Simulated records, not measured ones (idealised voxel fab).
The following is a process module called voxel double patterning.
It is cross-section cut that appears here, measuring 290 nm in width, its square cells being 5 nm in size.
This document writes a cross-section as a grid whose cells are square, and gives it as bands, listed from the top down; one or more rows of cells form a band. Band: top height; bottom height; in nm. Then, left to right: material with width in nm, for each material. "edge to edge": a single material spanning edge to edge. "empty": empty space. It should be noted that heights are counted from 0, beneath which the wafer as supplied is of one material throughout, and that the lowest band possesses no lower boundary but continues downward, as written in "0 nm and below". It should be noted that a width expressed as "30 to 40" varies in equal increments from row to row of cells within the band, taking the value of the first number at the top row and that of the second number at the bottom row. The designation "same as before", where it is given for a processing step, indicates that no cell of the cross-section was altered in the course of that step. Listed in "Voids, enclosed": every empty space of 8 or more cells without an open way to the top. Form: width x height at distance, the distance being from the left edge, all in nm. Post-settings text on a step line: simulator's own remark regarding the step. "overlay nm" answers the question of how far to the right of plan the mask lay on a step that has a mask, and when it is negative the answer is to the left.
-- The steps planned for the process are as follows
| 1 | RECEIVE with material Si |
| 2 | CONFORMAL_DEP with material SiO2, thk nm 5 |
| 3 | DIRECTIONAL_DEP with material TiN, thk nm 20 |
| 4 | DIRECTIONAL_DEP with material SiCN, thk nm 10 |
| 5 | DIRECTIONAL_DEP with material aC, thk nm 10 |
| 6 | PATTERN with tone open, mask id FIRST, material resist, width nm 15, pitch nm 50, thk nm 25, overlay nm 0 |
| 7 | DIRECTIONAL_ETCH with etch materials aC, depth nm 10 |
| 8 | STRIP with etch materials resist |
| 9 | DIRECTIONAL_ETCH with etch materials SiCN, depth nm 10 |
| 10 | STRIP with etch materials aC |
| 11 | DIRECTIONAL_DEP with material aC, thk nm 15 |
| 12 | PATTERN with tone open, mask id SECOND, material resist, width nm 15, pitch nm 50, thk nm 35, overlay nm 0 |
| 13 | DIRECTIONAL_ETCH with etch materials aC, depth nm 15 |
| 14 | STRIP with etch materials resist |
| 15 | DIRECTIONAL_ETCH with etch materials SiCN, depth nm 10 |
| 16 | STRIP with etch materials aC |
| 17 | DIRECTIONAL_ETCH with etch materials TiN, depth nm 20 |
| 18 | STRIP with etch materials SiCN |
Wafer-to-wafer difference: width nm, step 6. Common start. Plan = first wafer's value.
-- Cross-section: the first of several wafers in its as-received state, i.e. following step 1
> 0 nm and below  Si edge to edge
> Voids, enclosed: none
-- First wafer of several, cross-section, module end, after step 18 (last)
> 25 nm to 5 nm  85 TiN; 15 empty; 10 TiN; 15 empty; 10 TiN; 15 empty; 10 TiN; 15 empty; 10 TiN; 15 empty; 90 TiN
> 5 nm to 0 nm  SiO2 edge to edge
> 0 nm and below  Si edge to edge
> Voids, enclosed: none
-- So this is the cross-section on the last wafer at the end of the module
> 25 nm to 5 nm  80 TiN; 45 empty; 5 TiN; 45 empty; 5 TiN; 30 empty; 80 TiN
> 5 nm to 0 nm  SiO2 edge to edge
> 0 nm and below  Si edge to edge
> Voids, enclosed: none
-- Row per wafer, end-of-module: cell gain (+)/loss (-) by material since the wafer came in, then closed voids
width nm 15 | +58 SiO2 | +172 TiN | Voids, enclosed: none
width nm 20 | +58 SiO2 | +160 TiN | Voids, enclosed: none
width nm 25 | +58 SiO2 | +148 TiN | Voids, enclosed: none
width nm 30 | +58 SiO2 | +136 TiN | Voids, enclosed: none
